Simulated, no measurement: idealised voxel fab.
The following is a process module called voxel tone inversion.
FYI the section here is cut, 255 nm wide, cells are 5 nm squares.
Bands, listed from the top down, are how a cross-section gets written in this document; the cross-section itself is a grid of square cells, and a band is one or more rows of them.
Read a band's entry like this: the first values are the height of its top and the height of its bottom in nm, and what follows is the sequence of materials from left to right, each with its width in nm. Note that "blank" is empty space, and that a single material marked "throughout" reaches across the band from edge to edge.
Beneath 0, the wafer as received is one material, and that level is where height counting begins. The lowest band goes on downward without a bottom; it is written like "0 -> down".
With a width like "30 to 40", each row of cells in the band differs from the next by the same amount, the top row carrying the first number and the bottom row the second.
Key: "nothing different" - step with no changed cell in the cross-section.
In the "Tabulated closed voids" entry, you get each enclosed empty space of 8 cells or more, one with no open way to the top, written width x height at distance, distance from the left edge, in nm.
What comes after the settings on a step's line is commentary from the simulator itself on that step.
"overlay nm", when on a step's line for a step with a mask, measures how far to the right of its planned place the mask lay; a negative measure means to the left.
Set out below are the planned steps of the process:
step 1: RECEIVE | material Si
step 2: CONFORMAL_DEP | material SiN | thk nm 5
step 3: DIRECTIONAL_DEP | material aC | thk nm 20
step 4: PATTERN | tone cover | mask id POSTS | material resist | width nm 20 | pitch nm 35 | thk nm 30 | overlay nm 0
step 5: DIRECTIONAL_ETCH | etch materials aC | depth nm 20
step 6: STRIP | etch materials resist
step 7: FILL_DEP | material SiO2 | thk nm 5
step 8: CMP | height nm 25
step 9: STRIP | etch materials aC
step 10: CONFORMAL_DEP | material TiN | thk nm 5
step 11: FILL_DEP | material W | thk nm 5
step 12: CMP | height nm 25
step 13: CONFORMAL_DEP | material SiN | thk nm 5
Shown in cross-section is the wafer as received, that is, as it stands after step 1:
	0 -> down: Si throughout
	Tabulated closed voids: none
Module complete - cross-section of the first of two wafers, run according to plan:
	30 -> 25: SiN throughout
	25 -> 10: SiO2=80 | TiN=5 | W=10 | TiN=5 | SiO2=15 | TiN=5 | W=10 | TiN=5 | SiO2=15 | TiN=5 | W=10 | TiN=5 | SiO2=85
	10 -> 5: SiO2=80 | TiN=20 | SiO2=15 | TiN=20 | SiO2=15 | TiN=20 | SiO2=85
	5 -> 0: SiN throughout
	0 -> down: Si throughout
	Tabulated closed voids: none
Cross-section of the latter of the two wafers at module completion. It had an identical start and an identical plan to the former; in running it, one mistake was made:
	30 -> 25: SiN throughout
	25 -> 20: SiO2 throughout
	20 -> 0: SiO2=80 | aC=20 | SiO2=15 | aC=20 | SiO2=15 | aC=20 | SiO2=85
	0 -> down: Si throughout
	Tabulated closed voids: none
Diagnosis: not run: step 2 of the plan (skipped)
In the final state, the cell counts of the second wafer exceed or fall short of those of the first for the following materials: 51 fewer of SiN; 51 more of SiO2; 30 fewer of TiN; 18 fewer of W; 48 more of aC
